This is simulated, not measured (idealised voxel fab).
The process module presented herein is designated voxel double patterning.
The cross-section on display is named cut; it measures 210 nm wide, and its cells are 5 nm squares.
A cross-section in this document is a grid of square cells, and it is written down as bands, the top band listed before the ones below it; a band is made up of one or more rows of cells.
First you get the band's top height and its bottom height, in nm, and then the materials it's made of, left to right, with each width in nm. If you see a single material with "throughout", that one covers the band edge to edge. "air" is empty space.
Height datum 0, below which the as-received substrate wafer is one material. Lowest band open at the bottom, running downward: "0 and below".
So if you see something like "30->40" for the width, read it as the top row of the band sitting at the first number and the bottom row at the second, with every row in between moving by the same amount as the last.
"identical to before" for a step: no cell of the cross-section changed in that step.
"Non-vented voids" lists enclosed empty spaces (at least 8 cells, no open path upward to the top), each as width x height at distance from the left edge, in nm.
It should be noted that, on the line of a given step, the content following the step's settings is a remark produced by the simulator itself with respect to that step.
"overlay nm" denotes, for a step that has a mask, the displacement of the mask to the right of its planned place, with negative values corresponding to the left.
# Planned process steps
1. RECEIVE, material Si
2. CONFORMAL_DEP, material SiO2, thk nm 5
3. DIRECTIONAL_DEP, material polySi, thk nm 15
4. DIRECTIONAL_DEP, material SiN, thk nm 10
5. PATTERN, tone open, mask id FIRST, material resist, width nm 15, pitch nm 50, thk nm 15, overlay nm 0
6. DIRECTIONAL_ETCH, etch materials SiN, depth nm 10
7. STRIP, etch materials resist
8. MASKED_ETCH, tone open, mask id SECOND, width nm 15, etch materials SiN, depth nm 10, overlay nm 0
9. DIRECTIONAL_ETCH, etch materials polySi, depth nm 15
10. STRIP, etch materials SiN
# Cross-section, incoming material, after step 1
  0 and below  Si throughout
  Non-vented voids: none
# Cross-section, end of module. Start: as above. Plan: as above. Execution: one mistake
  15 down to 0  polySi (70), air (15), polySi (10), air (15), polySi (10), air (15), polySi (75)
  0 and below  Si throughout
  Non-vented voids: none
In executing the process, a mistake was made relative to the plan: step 2 of the plan was bypassed and not carried out
